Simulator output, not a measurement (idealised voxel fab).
The following process module bears the name voxel self aligned contacts.
Section cut is 160 nm wide and gridded with 5 nm square cells.
Notation: cross-section as square-cell grid; stated in bands, top first, going down; one or more cell rows per band.
It is stipulated that each band's entry specify, in nanometres, the height of the top of the band and then that of its bottom, followed by the materials of the band in left-to-right sequence, each together with its width in nanometres. A single material marked by the word "full width" is understood to fill the band from edge to edge; the word "blank" is understood to denote empty space.
Below 0: as-received wafer, all one material; heights counted from there. Lowest band: no bottom, goes on down, written "top 0, no bottom".
A width given as "30..40" starts at the first number in the band's top row and ends at the second number in its bottom row, shifting by an equal amount at every step from row to row.
Where a step carries "left unchanged", the cross-section came out of it unchanged, cell for cell.
"Unvented internal voids": empty spaces of 8 cells or more with no open way to the top, each given as width x height at distance, distance from the left edge, all in nm.
It should be noted that, on the line of a given step, the content following the step's settings is a remark produced by the simulator itself with respect to that step.
overlay nm, on a step with a mask: how far to the right of its planned place the mask lay; to the left if negative
The remainder of this document consists of a sequence of paired cross-sections. Each pair presents the cross-section prior to one process step together with the cross-section following it, the latter being rendered only as deep as the lowest band that underwent change. The intervening step, together with its settings, is stated beneath each pair. Because the pairs may originate from different runs of this module on the same starting wafer, a given pair is to be read as continuing from the preceding pair only where its entry headed "Before the step" so indicates.
Before the step
    top 40, bottom 25: blank 25 nm  SiN 40 nm  blank 25 nm  SiN 40 nm  blank 30 nm
    top 25, bottom 20: SiO2 full width
    top 20, bottom 0: polySi full width
    top 0, no bottom: Si full width
    Unvented internal voids: none
Step Outcome
    top 55, bottom 40: SiO2 full width
    top 40, bottom 25: SiO2 25 nm  SiN 40 nm  SiO2 25 nm  SiN 40 nm  SiO2 30 nm
    Everything below 25 is unchanged.
    Unvented internal voids: none
The process step separating the two cross-sections depicted above is as follows: FILL_DEP [material SiO2] [thk nm 15]
Before the step: the wafer arrives at this step looking as the after cross-section in the pair just above shows it.
Step Outcome
    top 45, bottom 40: SiO2 full width
    Everything below 40 is unchanged.
    Unvented internal voids: none
The process step separating the two cross-sections depicted above is as follows: CMP [height nm 45]
Before the step: the wafer arrives at this step looking as the after cross-section in the pair just above shows it.
Step Outcome
    top 60, bottom 45: aC full width
    Everything below 45 is unchanged.
    Unvented internal voids: none
The process step separating the two cross-sections depicted above is as follows: DIRECTIONAL_DEP [material aC] [thk nm 15]
Before the step: the wafer arrives at this step looking as the after cross-section in the pair just above shows it.
Step Outcome
    top 90, bottom 60: resist 55 nm  blank 45 nm  resist 60 nm
    Everything below 60 is unchanged.
    Unvented internal voids: none
The process step separating the two cross-sections depicted above is as follows: PATTERN [tone open] [mask id CONTACT] [material resist] [width nm 45] [thk nm 30] [overlay nm 0]
Before the step: the wafer arrives at this step looking as the after cross-section in the pair just above shows it.
Step Outcome
    top 75, bottom 60: resist 55 nm  blank 45 nm  resist 60 nm
    top 60, bottom 45: aC 55 nm  blank 45 nm  aC 60 nm
    Everything below 45 is unchanged.
    Unvented internal voids: none
The process step separating the two cross-sections depicted above is as follows: DIRECTIONAL_ETCH [etch materials aC] [depth nm 15]
Before the step: the wafer arrives at this step looking as the after cross-section in the pair just above shows it.
Step Outcome
    top 60, bottom 45: aC 55 nm  blank 45 nm  aC 60 nm
    Everything below 45 is unchanged.
    Unvented internal voids: none
The process step separating the two cross-sections depicted above is as follows: STRIP [etch materials resist]
Before the step: the wafer arrives at this step looking as the after cross-section in the pair just above shows it.
Step Outcome
    top 60, bottom 45: aC 55 nm  blank 45 nm  aC 60 nm
    top 45, bottom 40: SiO2 55 nm  blank 45 nm  SiO2 60 nm
    top 40, bottom 25: SiO2 25 nm  SiN 40 nm  blank 25 nm  SiN 40 nm  SiO2 30 nm
    top 25, bottom 20: SiO2 65 nm  blank 25 nm  SiO2 70 nm
    Everything below 20 is unchanged.
    Unvented internal voids: none
The process step separating the two cross-sections depicted above is as follows: DIRECTIONAL_ETCH [etch materials SiO2] [depth nm 45]
Before the step: the wafer arrives at this step looking as the after cross-section in the pair just above shows it.
Step Outcome
    top 45, bottom 40: SiO2 55 nm  blank 45 nm  SiO2 60 nm
    Everything below 40 is unchanged.
    Unvented internal voids: none
The process step separating the two cross-sections depicted above is as follows: STRIP [etch materials aC]
Before the step: the wafer arrives at this step looking as the after cross-section in the pair just above shows it.
Step Outcome
    top 50, bottom 45: TiN 60 nm  blank 35 nm  TiN 65 nm
    top 45, bottom 40: SiO2 55 nm  TiN 15 nm  blank 15 nm  TiN 15 nm  SiO2 60 nm
    top 40, bottom 25: SiO2 25 nm  SiN 40 nm  TiN 5 nm  blank 15 nm  TiN 5 nm  SiN 40 nm  SiO2 30 nm
    top 25, bottom 20: SiO2 65 nm  TiN 25 nm  SiO2 70 nm
    Everything below 20 is unchanged.
    Unvented internal voids: none
The process step separating the two cross-sections depicted above is as follows: CONFORMAL_DEP [material TiN] [thk nm 5]
Before the step: the wafer arrives at this step looking as the after cross-section in the pair just above shows it.
Step Outcome
    top 60, bottom 50: W full width
    top 50, bottom 45: TiN 60 nm  W 35 nm  TiN 65 nm
    top 45, bottom 40: SiO2 55 nm  TiN 15 nm  W 15 nm  TiN 15 nm  SiO2 60 nm
    top 40, bottom 25: SiO2 25 nm  SiN 40 nm  TiN 5 nm  W 15 nm  TiN 5 nm  SiN 40 nm  SiO2 30 nm
    Everything below 25 is unchanged.
    Unvented internal voids: none
The process step separating the two cross-sections depicted above is as follows: FILL_DEP [material W] [thk nm 10]
Before the step: the wafer arrives at this step looking as the after cross-section in the pair just above shows it.
Step Outcome
    top 45, bottom 40: SiO2 55 nm  TiN 15 nm  W 15 nm  TiN 15 nm  SiO2 60 nm
    Everything below 40 is unchanged.
    Unvented internal voids: none
The process step separating the two cross-sections depicted above is as follows: CMP [height nm 45]
Before the step: the wafer arrives at this step looking as the after cross-section in the pair just above shows it.
Step Outcome
    top 50, bottom 45: SiCN full width
    Everything below 45 is unchanged.
    Unvented internal voids: none
The process step separating the two cross-sections depicted above is as follows: CONFORMAL_DEP [material SiCN] [thk nm 5]
Before the step
    top 5, bottom 0: SiO2 full width
    top 0, no bottom: Si full width
    Unvented internal voids: none
Step Outcome
    top 20, bottom 5: polySi full width
    Everything below 5 is unchanged.
    Unvented internal voids: none
The process step separating the two cross-sections depicted above is as follows: DIRECTIONAL_DEP [material polySi] [thk nm 15]
Before the step: the wafer arrives at this step looking as the after cross-section in the pair just above shows it.
Step Outcome
    top 35, bottom 20: SiN full width
    Everything below 20 is unchanged.
    Unvented internal voids: none
The process step separating the two cross-sections depicted above is as follows: DIRECTIONAL_DEP [material SiN] [thk nm 15]
Before the step: the wafer arrives at this step looking as the after cross-section in the pair just above shows it.
Step Outcome
    top 50, bottom 35: aC full width
    Everything below 35 is unchanged.
    Unvented internal voids: none
The process step separating the two cross-sections depicted above is as follows: DIRECTIONAL_DEP [material aC] [thk nm 15]
Before the step: the wafer arrives at this step looking as the after cross-section in the pair just above shows it.
Step Outcome
    top 80, bottom 50: blank 30 nm  resist 30 nm  blank 35 nm  resist 30 nm  blank 35 nm
    Everything below 50 is unchanged.
    Unvented internal voids: none
The process step separating the two cross-sections depicted above is as follows: PATTERN [tone cover] [mask id GATE] [material resist] [width nm 30] [pitch nm 65] [thk nm 30] [overlay nm 0]
Before the step: the wafer arrives at this step looking as the after cross-section in the pair just above shows it.
Step Outcome
    top 65, bottom 50: blank 30 nm  resist 30 nm  blank 35 nm  resist 30 nm  blank 35 nm
    top 50, bottom 35: blank 30 nm  aC 30 nm  blank 35 nm  aC 30 nm  blank 35 nm
    Everything below 35 is unchanged.
    Unvented internal voids: none
The process step separating the two cross-sections depicted above is as follows: DIRECTIONAL_ETCH [etch materials aC] [depth nm 15]
Before the step: the wafer arrives at this step looking as the after cross-section in the pair just above shows it.
Step Outcome
    top 50, bottom 35: blank 30 nm  aC 30 nm  blank 35 nm  aC 30 nm  blank 35 nm
    Everything below 35 is unchanged.
    Unvented internal voids: none
The process step separating the two cross-sections depicted above is as follows: STRIP [etch materials resist]
Before the step: the wafer arrives at this step looking as the after cross-section in the pair just above shows it.
Step Outcome
    top 50, bottom 35: blank 30 nm  aC 30 nm  blank 35 nm  aC 30 nm  blank 35 nm
    top 35, bottom 20: blank 30 nm  SiN 30 nm  blank 35 nm  SiN 30 nm  blank 35 nm
    Everything below 20 is unchanged.
    Unvented internal voids: none
The process step separating the two cross-sections depicted above is as follows: DIRECTIONAL_ETCH [etch materials SiN] [depth nm 15]
Before the step: the wafer arrives at this step looking as the after cross-section in the pair just above shows it.
Step Outcome
    top 50, bottom 35: blank 30 nm  aC 30 nm  blank 35 nm  aC 30 nm  blank 35 nm
    top 35, bottom 20: blank 30 nm  SiN 30 nm  blank 35 nm  SiN 30 nm  blank 35 nm
    top 20, bottom 5: blank 30 nm  polySi 30 nm  blank 35 nm  polySi 30 nm  blank 35 nm
    Everything below 5 is unchanged.
    Unvented internal voids: none
The process step separating the two cross-sections depicted above is as follows: DIRECTIONAL_ETCH [etch materials polySi] [depth nm 20]
Before the step: the wafer arrives at this step looking as the after cross-section in the pair just above shows it.
Step Outcome
    top 35, bottom 20: blank 30 nm  SiN 30 nm  blank 35 nm  SiN 30 nm  blank 35 nm
    Everything below 20 is unchanged.
    Unvented internal voids: none
The process step separating the two cross-sections depicted above is as follows: STRIP [etch materials aC]
Before the step: the wafer arrives at this step looking as the after cross-section in the pair just above shows it.
Step Outcome
    top 40, bottom 20: blank 25 nm  SiN 40 nm  blank 25 nm  SiN 40 nm  blank 30 nm
    top 20, bottom 10: blank 25 nm  SiN 5 nm  polySi 30 nm  SiN 5 nm  blank 25 nm  SiN 5 nm  polySi 30 nm  SiN 5 nm  blank 30 nm
    top 10, bottom 5: SiN 30 nm  polySi 30 nm  SiN 35 nm  polySi 30 nm  SiN 35 nm
    Everything below 5 is unchanged.
    Unvented internal voids: none
The process step separating the two cross-sections depicted above is as follows: CONFORMAL_DEP [material SiN] [thk nm 5]
Before the step: the wafer arrives at this step looking as the after cross-section in the pair just above shows it.
Step Outcome
    top 35, bottom 20: blank 25 nm  SiN 40 nm  blank 25 nm  SiN 40 nm  blank 30 nm
    top 20, bottom 5: blank 25 nm  SiN 5 nm  polySi 30 nm  SiN 5 nm  blank 25 nm  SiN 5 nm  polySi 30 nm  SiN 5 nm  blank 30 nm
    Everything below 5 is unchanged.
    Unvented internal voids: none
The process step separating the two cross-sections depicted above is as follows: DIRECTIONAL_ETCH [etch materials SiN] [depth nm 5]
Before the step: the wafer arrives at this step looking as the after cross-section in the pair just above shows it.
Step Outcome
    top 50, bottom 35: SiO2 full width
    top 35, bottom 20: SiO2 25 nm  SiN 40 nm  SiO2 25 nm  SiN 40 nm  SiO2 30 nm
    top 20, bottom 5: SiO2 25 nm  SiN 5 nm  polySi 30 nm  SiN 5 nm  SiO2 25 nm  SiN 5 nm  polySi 30 nm  SiN 5 nm  SiO2 30 nm
    Everything below 5 is unchanged.
    Unvented internal voids: none
The process step separating the two cross-sections depicted above is as follows: FILL_DEP [material SiO2] [thk nm 15]
Before the step: the wafer arrives at this step looking as the after cross-section in the pair just above shows it.
Step Outcome
    top 45, bottom 35: SiO2 full width
    Everything below 35 is unchanged.
    Unvented internal voids: none
The process step separating the two cross-sections depicted above is as follows: CMP [height nm 45]
Before the step: the wafer arrives at this step looking as the after cross-section in the pair just above shows it.
Step Outcome
    top 60, bottom 45: aC full width
    Everything below 45 is unchanged.
    Unvented internal voids: none
The process step separating the two cross-sections depicted above is as follows: DIRECTIONAL_DEP [material aC] [thk nm 15]
Before the step: the wafer arrives at this step looking as the after cross-section in the pair just above shows it.
Step Outcome
    top 90, bottom 60: resist 55 nm  blank 45 nm  resist 60 nm
    Everything below 60 is unchanged.
    Unvented internal voids: none
The process step separating the two cross-sections depicted above is as follows: PATTERN [tone open] [mask id CONTACT] [material resist] [width nm 45] [thk nm 30] [overlay nm 0]
Before the step: the wafer arrives at this step looking as the after cross-section in the pair just above shows it.
Step Outcome
    top 75, bottom 60: resist 55 nm  blank 45 nm  resist 60 nm
    top 60, bottom 45: aC 55 nm  blank 45 nm  aC 60 nm
    Everything below 45 is unchanged.
    Unvented internal voids: none
The process step separating the two cross-sections depicted above is as follows: DIRECTIONAL_ETCH [etch materials aC] [depth nm 15]
Before the step: the wafer arrives at this step looking as the after cross-section in the pair just above shows it.
Step Outcome
    top 60, bottom 45: aC 55 nm  blank 45 nm  aC 60 nm
    Everything below 45 is unchanged.
    Unvented internal voids: none
The process step separating the two cross-sections depicted above is as follows: STRIP [etch materials resist]
Before the step: the wafer arrives at this step looking as the after cross-section in the pair just above shows it.
Step Outcome
    top 60, bottom 45: aC 55 nm  blank 45 nm  aC 60 nm
    top 45, bottom 35: SiO2 55 nm  blank 45 nm  SiO2 60 nm
    top 35, bottom 20: SiO2 25 nm  SiN 40 nm  blank 25 nm  SiN 40 nm  SiO2 30 nm
    top 20, bottom 5: SiO2 25 nm  SiN 5 nm  polySi 30 nm  SiN 5 nm  blank 25 nm  SiN 5 nm  polySi 30 nm  SiN 5 nm  SiO2 30 nm
    top 5, bottom 0: SiO2 65 nm  blank 25 nm  SiO2 70 nm
    Everything below 0 is unchanged.
    Unvented internal voids: none
The process step separating the two cross-sections depicted above is as follows: DIRECTIONAL_ETCH [etch materials SiO2] [depth nm 45]
Before the step: the wafer arrives at this step looking as the after cross-section in the pair just above shows it.
Step Outcome
    top 45, bottom 35: SiO2 55 nm  blank 45 nm  SiO2 60 nm
    Everything below 35 is unchanged.
    Unvented internal voids: none
The process step separating the two cross-sections depicted above is as follows: STRIP [etch materials aC]
Before the step: the wafer arrives at this step looking as the after cross-section in the pair just above shows it.
Step Outcome
    top 50, bottom 45: TiN 60 nm  blank 35 nm  TiN 65 nm
    top 45, bottom 35: SiO2 55 nm  TiN 5..15 nm  blank 35..15 nm  TiN 5..15 nm  SiO2 60 nm
    top 35, bottom 20: SiO2 25 nm  SiN 40 nm  TiN 5 nm  blank 15 nm  TiN 5 nm  SiN 40 nm  SiO2 30 nm
    top 20, bottom 5: SiO2 25 nm  SiN 5 nm  polySi 30 nm  SiN 5 nm  TiN 5 nm  blank 15 nm  TiN 5 nm  SiN 5 nm  polySi 30 nm  SiN 5 nm  SiO2 30 nm
    top 5, bottom 0: SiO2 65 nm  TiN 25 nm  SiO2 70 nm
    Everything below 0 is unchanged.
    Unvented internal voids: none
The process step separating the two cross-sections depicted above is as follows: CONFORMAL_DEP [material TiN] [thk nm 5]
Before the step: the wafer arrives at this step looking as the after cross-section in the pair just above shows it.
Step Outcome
    top 60, bottom 50: W full width
    top 50, bottom 45: TiN 60 nm  W 35 nm  TiN 65 nm
    top 45, bottom 35: SiO2 55 nm  TiN 5..15 nm  W 35..15 nm  TiN 5..15 nm  SiO2 60 nm
    top 35, bottom 20: SiO2 25 nm  SiN 40 nm  TiN 5 nm  W 15 nm  TiN 5 nm  SiN 40 nm  SiO2 30 nm
    top 20, bottom 5: SiO2 25 nm  SiN 5 nm  polySi 30 nm  SiN 5 nm  TiN 5 nm  W 15 nm  TiN 5 nm  SiN 5 nm  polySi 30 nm  SiN 5 nm  SiO2 30 nm
    Everything below 5 is unchanged.
    Unvented internal voids: none
The process step separating the two cross-sections depicted above is as follows: FILL_DEP [material W] [thk nm 10]
Before the step: the wafer arrives at this step looking as the after cross-section in the pair just above shows it.
Step Outcome
    top 45, bottom 35: SiO2 55 nm  TiN 5..15 nm  W 35..15 nm  TiN 5..15 nm  SiO2 60 nm
    Everything below 35 is unchanged.
    Unvented internal voids: none
The process step separating the two cross-sections depicted above is as follows: CMP [height nm 45]
Before the step: the wafer arrives at this step looking as the after cross-section in the pair just above shows it.
Step Outcome
    top 50, bottom 45: SiCN full width
    Everything below 45 is unchanged.
    Unvented internal voids: none
The process step separating the two cross-sections depicted above is as follows: CONFORMAL_DEP [material SiCN] [thk nm 5]
Before the step
    top 60, bottom 45: aC full width
    top 45, bottom 40: SiO2 full width
    top 40, bottom 25: SiO2 25 nm  SiN 40 nm  SiO2 25 nm  SiN 40 nm  SiO2 30 nm
    top 25, bottom 5: SiO2 25 nm  SiN 5 nm  polySi 30 nm  SiN 5 nm  SiO2 25 nm  SiN 5 nm  polySi 30 nm  SiN 5 nm  SiO2 30 nm
    top 5, bottom 0: SiO2 full width
    top 0, no bottom: Si full width
    Unvented internal voids: none
Step Outcome
    top 90, bottom 60: resist 60 nm  blank 35 nm  resist 65 nm
    Everything below 60 is unchanged.
    Unvented internal voids: none
The process step separating the two cross-sections depicted above is as follows: PATTERN [tone open] [mask id CONTACT] [material resist] [width nm 35] [thk nm 30] [overlay nm 0]
Before the step: the wafer arrives at this step looking as the after cross-section in the pair just above shows it.
Step Outcome
    top 75, bottom 60: resist 60 nm  blank 35 nm  resist 65 nm
    top 60, bottom 45: aC 60 nm  blank 35 nm  aC 65 nm
    Everything below 45 is unchanged.
    Unvented internal voids: none
The process step separating the two cross-sections depicted above is as follows: DIRECTIONAL_ETCH [etch materials aC] [depth nm 15]
Before the step: the wafer arrives at this step looking as the after cross-section in the pair just above shows it.
Step Outcome
    top 60, bottom 45: aC 60 nm  blank 35 nm  aC 65 nm
    Everything below 45 is unchanged.
    Unvented internal voids: none
The process step separating the two cross-sections depicted above is as follows: STRIP [etch materials resist]
Before the step: the wafer arrives at this step looking as the after cross-section in the pair just above shows it.
Step Outcome
    top 60, bottom 45: aC 60 nm  blank 35 nm  aC 65 nm
    top 45, bottom 40: SiO2 60 nm  blank 35 nm  SiO2 65 nm
    top 40, bottom 25: SiO2 25 nm  SiN 40 nm  blank 25 nm  SiN 40 nm  SiO2 30 nm
    top 25, bottom 5: SiO2 25 nm  SiN 5 nm  polySi 30 nm  SiN 5 nm  blank 25 nm  SiN 5 nm  polySi 30 nm  SiN 5 nm  SiO2 30 nm
    top 5, bottom 0: SiO2 65 nm  blank 25 nm  SiO2 70 nm
    Everything below 0 is unchanged.
    Unvented internal voids: none
The process step separating the two cross-sections depicted above is as follows: DIRECTIONAL_ETCH [etch materials SiO2] [depth nm 45]
Before the step: the wafer arrives at this step looking as the after cross-section in the pair just above shows it.
Step Outcome
    top 45, bottom 40: SiO2 60 nm  blank 35 nm  SiO2 65 nm
    Everything below 40 is unchanged.
    Unvented internal voids: none
The process step separating the two cross-sections depicted above is as follows: STRIP [etch materials aC]
Before the step: the wafer arrives at this step looking as the after cross-section in the pair just above shows it.
Step Outcome
    top 50, bottom 45: TiN 65 nm  blank 25 nm  TiN 70 nm
    top 45, bottom 40: SiO2 60 nm  TiN 10 nm  blank 15 nm  TiN 10 nm  SiO2 65 nm
    top 40, bottom 25: SiO2 25 nm  SiN 40 nm  TiN 5 nm  blank 15 nm  TiN 5 nm  SiN 40 nm  SiO2 30 nm
    top 25, bottom 5: SiO2 25 nm  SiN 5 nm  polySi 30 nm  SiN 5 nm  TiN 5 nm  blank 15 nm  TiN 5 nm  SiN 5 nm  polySi 30 nm  SiN 5 nm  SiO2 30 nm
    top 5, bottom 0: SiO2 65 nm  TiN 25 nm  SiO2 70 nm
    Everything below 0 is unchanged.
    Unvented internal voids: none
The process step separating the two cross-sections depicted above is as follows: CONFORMAL_DEP [material TiN] [thk nm 5]
Before the step: the wafer arrives at this step looking as the after cross-section in the pair just above shows it.
Step Outcome
    top 60, bottom 50: W full width
    top 50, bottom 45: TiN 65 nm  W 25 nm  TiN 70 nm
    top 45, bottom 40: SiO2 60 nm  TiN 10 nm  W 15 nm  TiN 10 nm  SiO2 65 nm
    top 40, bottom 25: SiO2 25 nm  SiN 40 nm  TiN 5 nm  W 15 nm  TiN 5 nm  SiN 40 nm  SiO2 30 nm
    top 25, bottom 5: SiO2 25 nm  SiN 5 nm  polySi 30 nm  SiN 5 nm  TiN 5 nm  W 15 nm  TiN 5 nm  SiN 5 nm  polySi 30 nm  SiN 5 nm  SiO2 30 nm
    Everything below 5 is unchanged.
    Unvented internal voids: none
The process step separating the two cross-sections depicted above is as follows: FILL_DEP [material W] [thk nm 10]
Before the step: the wafer arrives at this step looking as the after cross-section in the pair just above shows it.
Step Outcome
    top 45, bottom 40: SiO2 60 nm  TiN 10 nm  W 15 nm  TiN 10 nm  SiO2 65 nm
    Everything below 40 is unchanged.
    Unvented internal voids: none
The process step separating the two cross-sections depicted above is as follows: CMP [height nm 45]
Before the step: the wafer arrives at this step looking as the after cross-section in the pair just above shows it.
Step Outcome
    top 50, bottom 45: SiCN full width
    Everything below 45 is unchanged.
    Unvented internal voids: none
The process step separating the two cross-sections depicted above is as follows: CONFORMAL_DEP [material SiCN] [thk nm 5]
Before the step
    top 60, bottom 45: aC full width
    top 45, bottom 40: SiO2 full width
    top 40, bottom 25: SiO2 25 nm  SiN 40 nm  SiO2 25 nm  SiN 40 nm  SiO2 30 nm
    top 25, bottom 5: SiO2 25 nm  SiN 5 nm  polySi 30 nm  SiN 5 nm  SiO2 25 nm  SiN 5 nm  polySi 30 nm  SiN 5 nm  SiO2 30 nm
    top 5, bottom 0: SiO2 full width
    top 0, no bottom: Si full width
    Unvented internal voids: none
Step Outcome
    top 90, bottom 60: resist 60 nm  blank 45 nm  resist 55 nm
    Everything below 60 is unchanged.
    Unvented internal voids: none
The process step separating the two cross-sections depicted above is as follows: PATTERN [tone open] [mask id CONTACT] [material resist] [width nm 45] [thk nm 30] [overlay nm 5]
Before the step: the wafer arrives at this step looking as the after cross-section in the pair just above shows it.
Step Outcome
    top 75, bottom 60: resist 60 nm  blank 45 nm  resist 55 nm
    top 60, bottom 45: aC 60 nm  blank 45 nm  aC 55 nm
    Everything below 45 is unchanged.
    Unvented internal voids: none
The process step separating the two cross-sections depicted above is as follows: DIRECTIONAL_ETCH [etch materials aC] [depth nm 15]
Before the step: the wafer arrives at this step looking as the after cross-section in the pair just above shows it.
Step Outcome
    top 60, bottom 45: aC 60 nm  blank 45 nm  aC 55 nm
    Everything below 45 is unchanged.
    Unvented internal voids: none
The process step separating the two cross-sections depicted above is as follows: STRIP [etch materials resist]
Before the step: the wafer arrives at this step looking as the after cross-section in the pair just above shows it.
Step Outcome
    top 60, bottom 45: aC 60 nm  blank 45 nm  aC 55 nm
    top 45, bottom 40: SiO2 60 nm  blank 45 nm  SiO2 55 nm
    top 40, bottom 25: SiO2 25 nm  SiN 40 nm  blank 25 nm  SiN 40 nm  SiO2 30 nm
    top 25, bottom 5: SiO2 25 nm  SiN 5 nm  polySi 30 nm  SiN 5 nm  blank 25 nm  SiN 5 nm  polySi 30 nm  SiN 5 nm  SiO2 30 nm
    top 5, bottom 0: SiO2 65 nm  blank 25 nm  SiO2 70 nm
    Everything below 0 is unchanged.
    Unvented internal voids: none
The process step separating the two cross-sections depicted above is as follows: DIRECTIONAL_ETCH [etch materials SiO2] [depth nm 45]
Before the step: the wafer arrives at this step looking as the after cross-section in the pair just above shows it.
Step Outcome
    top 45, bottom 40: SiO2 60 nm  blank 45 nm  SiO2 55 nm
    Everything below 40 is unchanged.
    Unvented internal voids: none
The process step separating the two cross-sections depicted above is as follows: STRIP [etch materials aC]
Before the step: the wafer arrives at this step looking as the after cross-section in the pair just above shows it.
Step Outcome
    top 50, bottom 45: TiN 65 nm  blank 35 nm  TiN 60 nm
    top 45, bottom 40: SiO2 60 nm  TiN 10 nm  blank 15 nm  TiN 20 nm  SiO2 55 nm
    top 40, bottom 25: SiO2 25 nm  SiN 40 nm  TiN 5 nm  blank 15 nm  TiN 5 nm  SiN 40 nm  SiO2 30 nm
    top 25, bottom 5: SiO2 25 nm  SiN 5 nm  polySi 30 nm  SiN 5 nm  TiN 5 nm  blank 15 nm  TiN 5 nm  SiN 5 nm  polySi 30 nm  SiN 5 nm  SiO2 30 nm
    top 5, bottom 0: SiO2 65 nm  TiN 25 nm  SiO2 70 nm
    Everything below 0 is unchanged.
    Unvented internal voids: none
The process step separating the two cross-sections depicted above is as follows: CONFORMAL_DEP [material TiN] [thk nm 5]
Before the step: the wafer arrives at this step looking as the after cross-section in the pair just above shows it.
Step Outcome
    top 60, bottom 50: W full width
    top 50, bottom 45: TiN 65 nm  W 35 nm  TiN 60 nm
    top 45, bottom 40: SiO2 60 nm  TiN 10 nm  W 15 nm  TiN 20 nm  SiO2 55 nm
    top 40, bottom 25: SiO2 25 nm  SiN 40 nm  TiN 5 nm  W 15 nm  TiN 5 nm  SiN 40 nm  SiO2 30 nm
    top 25, bottom 5: SiO2 25 nm  SiN 5 nm  polySi 30 nm  SiN 5 nm  TiN 5 nm  W 15 nm  TiN 5 nm  SiN 5 nm  polySi 30 nm  SiN 5 nm  SiO2 30 nm
    Everything below 5 is unchanged.
    Unvented internal voids: none
The process step separating the two cross-sections depicted above is as follows: FILL_DEP [material W] [thk nm 10]
Before the step: the wafer arrives at this step looking as the after cross-section in the pair just above shows it.
Step Outcome
    top 45, bottom 40: SiO2 60 nm  TiN 10 nm  W 15 nm  TiN 20 nm  SiO2 55 nm
    Everything below 40 is unchanged.
    Unvented internal voids: none
The process step separating the two cross-sections depicted above is as follows: CMP [height nm 45]
Before the step: the wafer arrives at this step looking as the after cross-section in the pair just above shows it.
Step Outcome
    top 50, bottom 45: SiCN full width
    Everything below 45 is unchanged.
    Unvented internal voids: none
The process step separating the two cross-sections depicted above is as follows: CONFORMAL_DEP [material SiCN] [thk nm 5]
Before the step
    top 5, bottom 0: SiO2 full width
    top 0, no bottom: Si full width
    Unvented internal voids: none
Step Outcome
    top 25, bottom 5: SiCN full width
    Everything below 5 is unchanged.
    Unvented internal voids: none
The process step separating the two cross-sections depicted above is as follows: DIRECTIONAL_DEP [material SiCN] [thk nm 20]
Before the step: the wafer arrives at this step looking as the after cross-section in the pair just above shows it.
Step Outcome
    top 40, bottom 25: SiN full width
    Everything below 25 is unchanged.
    Unvented internal voids: none
The process step separating the two cross-sections depicted above is as follows: DIRECTIONAL_DEP [material SiN] [thk nm 15]
Before the step: the wafer arrives at this step looking as the after cross-section in the pair just above shows it.
Step Outcome
    top 55, bottom 40: aC full width
    Everything below 40 is unchanged.
    Unvented internal voids: none
The process step separating the two cross-sections depicted above is as follows: DIRECTIONAL_DEP [material aC] [thk nm 15]
Before the step: the wafer arrives at this step looking as the after cross-section in the pair just above shows it.
Step Outcome
    top 85, bottom 55: blank 30 nm  resist 30 nm  blank 35 nm  resist 30 nm  blank 35 nm
    Everything below 55 is unchanged.
    Unvented internal voids: none
The process step separating the two cross-sections depicted above is as follows: PATTERN [tone cover] [mask id GATE] [material resist] [width nm 30] [pitch nm 65] [thk nm 30] [overlay nm 0]
Before the step: the wafer arrives at this step looking as the after cross-section in the pair just above shows it.
Step Outcome
    top 70, bottom 55: blank 30 nm  resist 30 nm  blank 35 nm  resist 30 nm  blank 35 nm
    top 55, bottom 40: blank 30 nm  aC 30 nm  blank 35 nm  aC 30 nm  blank 35 nm
    Everything below 40 is unchanged.
    Unvented internal voids: none
The process step separating the two cross-sections depicted above is as follows: DIRECTIONAL_ETCH [etch materials aC] [depth nm 15]
Before the step: the wafer arrives at this step looking as the after cross-section in the pair just above shows it.
Step Outcome
    top 55, bottom 40: blank 30 nm  aC 30 nm  blank 35 nm  aC 30 nm  blank 35 nm
    Everything below 40 is unchanged.
    Unvented internal voids: none
The process step separating the two cross-sections depicted above is as follows: STRIP [etch materials resist]
Before the step: the wafer arrives at this step looking as the after cross-section in the pair just above shows it.
Step Outcome
    top 55, bottom 40: blank 30 nm  aC 30 nm  blank 35 nm  aC 30 nm  blank 35 nm
    top 40, bottom 25: blank 30 nm  SiN 30 nm  blank 35 nm  SiN 30 nm  blank 35 nm
    Everything below 25 is unchanged.
    Unvented internal voids: none
The process step separating the two cross-sections depicted above is as follows: DIRECTIONAL_ETCH [etch materials SiN] [depth nm 15]
Before the step: the wafer arrives at this step looking as the after cross-section in the pair just above shows it.
Step Outcome
    top 40, bottom 25: blank 30 nm  SiN 30 nm  blank 35 nm  SiN 30 nm  blank 35 nm
    Everything below 25 is unchanged.
    Unvented internal voids: none
The process step separating the two cross-sections depicted above is as follows: STRIP [etch materials aC]
Before the step: the wafer arrives at this step looking as the after cross-section in the pair just above shows it.
Step Outcome
    top 45, bottom 30: blank 25 nm  SiN 40 nm  blank 25 nm  SiN 40 nm  blank 30 nm
    top 30, bottom 25: SiN full width
    Everything below 25 is unchanged.
    Unvented internal voids: none
The process step separating the two cross-sections depicted above is as follows: CONFORMAL_DEP [material SiN] [thk nm 5]
Before the step: the wafer arrives at this step looking as the after cross-section in the pair just above shows it.
Step Outcome
    top 40, bottom 25: blank 25 nm  SiN 40 nm  blank 25 nm  SiN 40 nm  blank 30 nm
    Everything below 25 is unchanged.
    Unvented internal voids: none
The process step separating the two cross-sections depicted above is as follows: DIRECTIONAL_ETCH [etch materials SiN] [depth nm 5]
Before the step: the wafer arrives at this step looking as the after cross-section in the pair just above shows it.
Step Outcome
    top 55, bottom 40: SiO2 full width
    top 40, bottom 25: SiO2 25 nm  SiN 40 nm  SiO2 25 nm  SiN 40 nm  SiO2 30 nm
    Everything below 25 is unchanged.
    Unvented internal voids: none
The process step separating the two cross-sections depicted above is as follows: FILL_DEP [material SiO2] [thk nm 15]
Before the step: the wafer arrives at this step looking as the after cross-section in the pair just above shows it.
Step Outcome
    top 45, bottom 40: SiO2 full width
    Everything below 40 is unchanged.
    Unvented internal voids: none
The process step separating the two cross-sections depicted above is as follows: CMP [height nm 45]
Before the step: the wafer arrives at this step looking as the after cross-section in the pair just above shows it.
Step Outcome
    top 60, bottom 45: aC full width
    Everything below 45 is unchanged.
    Unvented internal voids: none
The process step separating the two cross-sections depicted above is as follows: DIRECTIONAL_DEP [material aC] [thk nm 15]
Before the step: the wafer arrives at this step looking as the after cross-section in the pair just above shows it.
Step Outcome
    top 90, bottom 60: resist 55 nm  blank 45 nm  resist 60 nm
    Everything below 60 is unchanged.
    Unvented internal voids: none
The process step separating the two cross-sections depicted above is as follows: PATTERN [tone open] [mask id CONTACT] [material resist] [width nm 45] [thk nm 30] [overlay nm 0]
Before the step: the wafer arrives at this step looking as the after cross-section in the pair just above shows it.
Step Outcome
    top 75, bottom 60: resist 55 nm  blank 45 nm  resist 60 nm
    top 60, bottom 45: aC 55 nm  blank 45 nm  aC 60 nm
    Everything below 45 is unchanged.
    Unvented internal voids: none
The process step separating the two cross-sections depicted above is as follows: DIRECTIONAL_ETCH [etch materials aC] [depth nm 15]
